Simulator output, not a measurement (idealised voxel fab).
process module | voxel lift off
Displayed cross-section: cut, width of 175 nm, square cells sized 5 nm.
A cross-section is a grid of square cells, given in bands from the top down. A band is one or more rows of cells.
What a band's entry tells you: where the top is and where the bottom is, as heights in nm, and after that what lies inside, material by material from left to right, each with its width in nm. Empty space is written as the word "empty", and a single material marked with the word "everywhere" occupies the band from edge to edge.
Heights are expressed relative to 0, this being the level below which the as-received wafer comprises one material exclusively. The lowest band is unbounded in the downward direction and is denoted as in "0..down".
A width such as "30 to 40" changes by the same amount from each row of cells to the next, from the band's top row to its bottom row.
No cell of the cross-section changed in a step that is given as "no modifications".
Entry "Fully sealed cavities" = empty spaces >= 8 cells with no open way to the top; each as width x height at distance, distance from left edge, all nm.
Post-settings text on a step line: simulator's own remark regarding the step.
If you see "overlay nm" on a step's line and that step has a mask, it's telling you how far right of where it was planned the mask ended up; a negative number means it went left instead.
Planned step list for the process:
1: RECEIVE [material Si]
2: CONFORMAL_DEP [material SiO2] [thk nm 5]
3: PATTERN [tone open] [mask id LINES] [material resist] [width nm 15] [pitch nm 40] [thk nm 20] [overlay nm 0]
4: DIRECTIONAL_DEP [material Ru] [thk nm 5]
5: STRIP [etch materials resist]
6: CONFORMAL_DEP [material SiO2] [thk nm 10]
Wafer as received: cross-section following step 1:
	0..down  Si everywhere
	Fully sealed cavities: none
Cross-sectional result after module completion. Note: starting condition and plan are unchanged from above; one processing mistake was made:
	30..25  empty 10, SiO2 35, empty 5, SiO2 35, empty 5, SiO2 35, empty 5, SiO2 35, empty 10
	25..20  SiO2 everywhere
	20..15  SiO2 20, Ru 15, SiO2 25, Ru 15, SiO2 25, Ru 15, SiO2 25, Ru 15, SiO2 20
	15..0  SiO2 everywhere
	0..down  Si everywhere
	Fully sealed cavities: none
What was the processing mistake? heads up, step 2 didn't go per plan, it actually ran as CONFORMAL_DEP [material SiO2] [thk nm 15]
